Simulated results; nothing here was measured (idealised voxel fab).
process module | voxel trench capacitor
cross-section cut | 240 nm wide | cells 5 nm
A cross-section is a grid of square cells, given in bands from the top down. A band is one or more rows of cells.
Each band's line starts with the height of the band's top and of its bottom, in nm. Then come its materials from left to right, each with its width in nm. One material with "throughout" fills the band from edge to edge. "air" is empty space.
Height 0 is the level under which the wafer as received is all one material. The lowest band goes on downwards, as in "0 down".
A width such as "30 to 40" changes by the same amount from each row of cells to the next, from the band's top row to its bottom row.
"no change" after a step means that no cell of the cross-section changed.
closed voids: empty space of 8 cells or more with no open way to the top, each as width x height at its distance from the left edge, in nm
after a step's settings: what the simulator itself notes on the step
overlay nm, on a step with a mask: how far to the right of its planned place the mask lay; to the left if negative
plan
1 op RECEIVE | material Si
2 op CONFORMAL_DEP | material SiN | thk nm 10
3 op MASKED_ETCH | tone open | mask id TRENCH | width nm 25 | pitch nm 40 | etch materials SiN | depth nm 10 | overlay nm 0
4 op MASKED_ETCH | tone open | mask id TRENCH | width nm 25 | pitch nm 40 | etch materials Si | depth nm 25 | overlay nm 0
5 op CONFORMAL_DEP | material Al2O3 | thk nm 5
6 op CONFORMAL_DEP | material TiN | thk nm 5
7 op FILL_DEP | material W | thk nm 10
8 op CMP | height nm 10
as received, after step 1
  0 down: Si throughout
  closed voids: none
first wafer at the end, as planned
  10 to 0: SiN 45 | Al2O3 5 | TiN 5 | W 5 | TiN 5 | Al2O3 5 | SiN 15 | Al2O3 5 | TiN 5 | W 5 | TiN 5 | Al2O3 5 | SiN 15 | Al2O3 5 | TiN 5 | W 5 | TiN 5 | Al2O3 5 | SiN 15 | Al2O3 5 | TiN 5 | W 5 | TiN 5 | Al2O3 5 | SiN 50
  0 to -15: Si 45 | Al2O3 5 | TiN 5 | W 5 | TiN 5 | Al2O3 5 | Si 15 | Al2O3 5 | TiN 5 | W 5 | TiN 5 | Al2O3 5 | Si 15 | Al2O3 5 | TiN 5 | W 5 | TiN 5 | Al2O3 5 | Si 15 | Al2O3 5 | TiN 5 | W 5 | TiN 5 | Al2O3 5 | Si 50
  -15 to -20: Si 45 | Al2O3 5 | TiN 15 | Al2O3 5 | Si 15 | Al2O3 5 | TiN 15 | Al2O3 5 | Si 15 | Al2O3 5 | TiN 15 | Al2O3 5 | Si 15 | Al2O3 5 | TiN 15 | Al2O3 5 | Si 50
  -20 to -25: Si 45 | Al2O3 25 | Si 15 | Al2O3 25 | Si 15 | Al2O3 25 | Si 15 | Al2O3 25 | Si 50
  -25 down: Si throughout
  closed voids: none
second wafer at the end: like start, like plan, one mistake
  10 to 0: SiN 45 | TiN 5 | Al2O3 5 | W 5 | Al2O3 5 | TiN 5 | SiN 15 | TiN 5 | Al2O3 5 | W 5 | Al2O3 5 | TiN 5 | SiN 15 | TiN 5 | Al2O3 5 | W 5 | Al2O3 5 | TiN 5 | SiN 15 | TiN 5 | Al2O3 5 | W 5 | Al2O3 5 | TiN 5 | SiN 50
  0 to -15: Si 45 | TiN 5 | Al2O3 5 | W 5 | Al2O3 5 | TiN 5 | Si 15 | TiN 5 | Al2O3 5 | W 5 | Al2O3 5 | TiN 5 | Si 15 | TiN 5 | Al2O3 5 | W 5 | Al2O3 5 | TiN 5 | Si 15 | TiN 5 | Al2O3 5 | W 5 | Al2O3 5 | TiN 5 | Si 50
  -15 to -20: Si 45 | TiN 5 | Al2O3 15 | TiN 5 | Si 15 | TiN 5 | Al2O3 15 | TiN 5 | Si 15 | TiN 5 | Al2O3 15 | TiN 5 | Si 15 | TiN 5 | Al2O3 15 | TiN 5 | Si 50
  -20 to -25: Si 45 | TiN 25 | Si 15 | TiN 25 | Si 15 | TiN 25 | Si 15 | TiN 25 | Si 50
  -25 down: Si throughout
  closed voids: none
what went wrong: steps 5 and 6 were swapped
at the end the second wafer has, in cells: 16 fewer of Al2O3 | 16 more of TiN
